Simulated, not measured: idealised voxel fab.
process module | voxel gate over fins
cross-section cut | 270 nm wide | cells 5 nm
A cross-section is a grid of square cells, given in bands from the top down. A band is one or more rows of cells.
Each band's line starts with the height of the band's top and of its bottom, in nm. Then come its materials from left to right, each with its width in nm. One material with "throughout" fills the band from edge to edge. "air" is empty space.
Height 0 is the level under which the wafer as received is all one material. The lowest band goes on downwards, as in "0 down".
A width such as "30 to 40" changes by the same amount from each row of cells to the next, from the band's top row to its bottom row.
"no change" after a step means that no cell of the cross-section changed.
closed voids: empty space of 8 cells or more with no open way to the top, each as width x height at its distance from the left edge, in nm
after a step's settings: what the simulator itself notes on the step
overlay nm, on a step with a mask: how far to the right of its planned place the mask lay; to the left if negative
plan
1 op RECEIVE | material Si
2 op CONFORMAL_DEP | material SiN | thk nm 10
3 op MASKED_ETCH | tone cover | mask id FINS | width nm 15 | pitch nm 45 | etch materials SiN | depth nm 10 | overlay nm 0
4 op MASKED_ETCH | tone cover | mask id FINS | width nm 15 | pitch nm 45 | etch materials Si | depth nm 35 | overlay nm 0
5 op FILL_DEP | material SiO2 | thk nm 15
6 op CMP | height nm 10
7 op SELECTIVE_ETCH | etch materials SiO2 | depth nm 20
8 op STRIP | etch materials SiN
9 op CONFORMAL_DEP | material HfO2 | thk nm 5
10 op CONFORMAL_DEP | material TiN | thk nm 5
11 op FILL_DEP | material W | thk nm 10
12 op CMP | height nm 15
13 op CONFORMAL_DEP | material SiCN | thk nm 5
varied across the wafers: width nm of step 4. The plan shows the first wafer's value. All wafers start alike
first wafer as received, after step 1
  0 down: Si throughout
  closed voids: none
first wafer at the end, after step 13
  20 to 15: SiCN throughout
  15 to 10: W throughout
  10 to 5: W 50 | TiN 35 | W 10 | TiN 35 | W 10 | TiN 35 | W 10 | TiN 35 | W 50
  5 to 0: W 50 | TiN 5 | HfO2 25 | TiN 5 | W 10 | TiN 5 | HfO2 25 | TiN 5 | W 10 | TiN 5 | HfO2 25 | TiN 5 | W 10 | TiN 5 | HfO2 25 | TiN 5 | W 50
  0 to -5: TiN 55 | HfO2 5 | Si 15 | HfO2 5 | TiN 20 | HfO2 5 | Si 15 | HfO2 5 | TiN 20 | HfO2 5 | Si 15 | HfO2 5 | TiN 20 | HfO2 5 | Si 15 | HfO2 5 | TiN 55
  -5 to -10: HfO2 60 | Si 15 | HfO2 30 | Si 15 | HfO2 30 | Si 15 | HfO2 30 | Si 15 | HfO2 60
  -10 to -35: SiO2 60 | Si 15 | SiO2 30 | Si 15 | SiO2 30 | Si 15 | SiO2 30 | Si 15 | SiO2 60
  -35 down: Si throughout
  closed voids: none
last wafer at the end
  20 to 15: SiCN throughout
  15 to 10: W throughout
  10 to 5: W 45 | TiN 185 | W 40
  5 to 0: W 45 | TiN 5 | HfO2 40 | TiN 5 | HfO2 40 | TiN 5 | HfO2 40 | TiN 5 | HfO2 40 | TiN 5 | W 40
  0 to -5: TiN 50 | HfO2 5 | Si 30 | HfO2 5 | TiN 5 | HfO2 5 | Si 30 | HfO2 5 | TiN 5 | HfO2 5 | Si 30 | HfO2 5 | TiN 5 | HfO2 5 | Si 30 | HfO2 5 | TiN 45
  -5 to -10: HfO2 55 | Si 30 | HfO2 15 | Si 30 | HfO2 15 | Si 30 | HfO2 15 | Si 30 | HfO2 50
  -10 to -35: SiO2 55 | Si 30 | SiO2 15 | Si 30 | SiO2 15 | Si 30 | SiO2 15 | Si 30 | SiO2 50
  -35 down: Si throughout
  closed voids: none
each wafer at the end: cells of each material gained (+) or lost (-) since it was received, then its closed voids
width nm 15 | +70 HfO2 | -294 Si | +54 SiCN | +210 SiO2 | +70 TiN | +106 W | closed voids: none
width nm 20 | +70 HfO2 | -266 Si | +54 SiCN | +190 SiO2 | +70 TiN | +98 W | closed voids: none
width nm 25 | +70 HfO2 | -238 Si | +54 SiCN | +170 SiO2 | +70 TiN | +90 W | closed voids: none
width nm 30 | +70 HfO2 | -210 Si | +54 SiCN | +150 SiO2 | +64 TiN | +88 W | closed voids: none
